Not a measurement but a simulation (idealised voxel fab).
The following is a process module called voxel spacer lines.
Section cut is 225 nm wide and gridded with 5 nm square cells.
Format of a cross-section: grid, square cells. Given as bands. Order: top down. Band: one or more rows of cells. Quick guide to a band line: top height, bottom height (nm) up front; then every material left to right with its width in nm. Only one material and it's marked "edge to edge"? Then it fills the band edge to edge. And "empty" just means empty space. Zero point of the height axis is 0; under it, received wafer = one material. Lowest band: continues down indefinitely, "z 0 and below". Width: "30->40" (first number = top row, second number = bottom row, same change from row to row of cells). When a step is marked "remained the same", none of the cells in the cross-section changed during that step. Voids not open to the top, 8 cells minimum: see "closed voids". Written width x height at distance; distance is from the left edge; nm. The remark found on a step's line after its settings is issued by the simulator itself and pertains to that step. overlay nm: step with mask; distance mask lay right of planned place; negative value = left of planned place.
# plan
1,RECEIVE with material Si
2,CONFORMAL_DEP with material Al2O3, thk nm 10
3,DIRECTIONAL_DEP with material TiN, thk nm 15
4,DIRECTIONAL_DEP with material polySi, thk nm 20
5,PATTERN with tone cover, mask id MANDREL, material resist, width nm 25, pitch nm 80, thk nm 30, overlay nm 0
6,DIRECTIONAL_ETCH with etch materials polySi, depth nm 20
7,STRIP with etch materials resist
8,CONFORMAL_DEP with material SiO2, thk nm 15
9,DIRECTIONAL_ETCH with etch materials SiO2, depth nm 15
10,STRIP with etch materials polySi
11,DIRECTIONAL_ETCH with etch materials TiN, depth nm 15
12,STRIP with etch materials SiO2
13,FILL_DEP with material lowk, thk nm 10
14,CMP with height nm 25
# Wafer cross-section on receipt, i.e. after step 1
    z 0 and below = Si edge to edge
    closed voids: none
# Cross-section, end of module. Start: as above. Plan: as above. Execution: one mistake
    z 25 to 15 = lowk edge to edge
    z 15 to 0 = lowk=45 | TiN=15 | lowk=25 | TiN=15 | lowk=25 | TiN=15 | lowk=25 | TiN=15 | lowk=45
    z 0 and below = Si edge to edge
    closed voids: none
What broke from the plan during processing? step 2 was left out
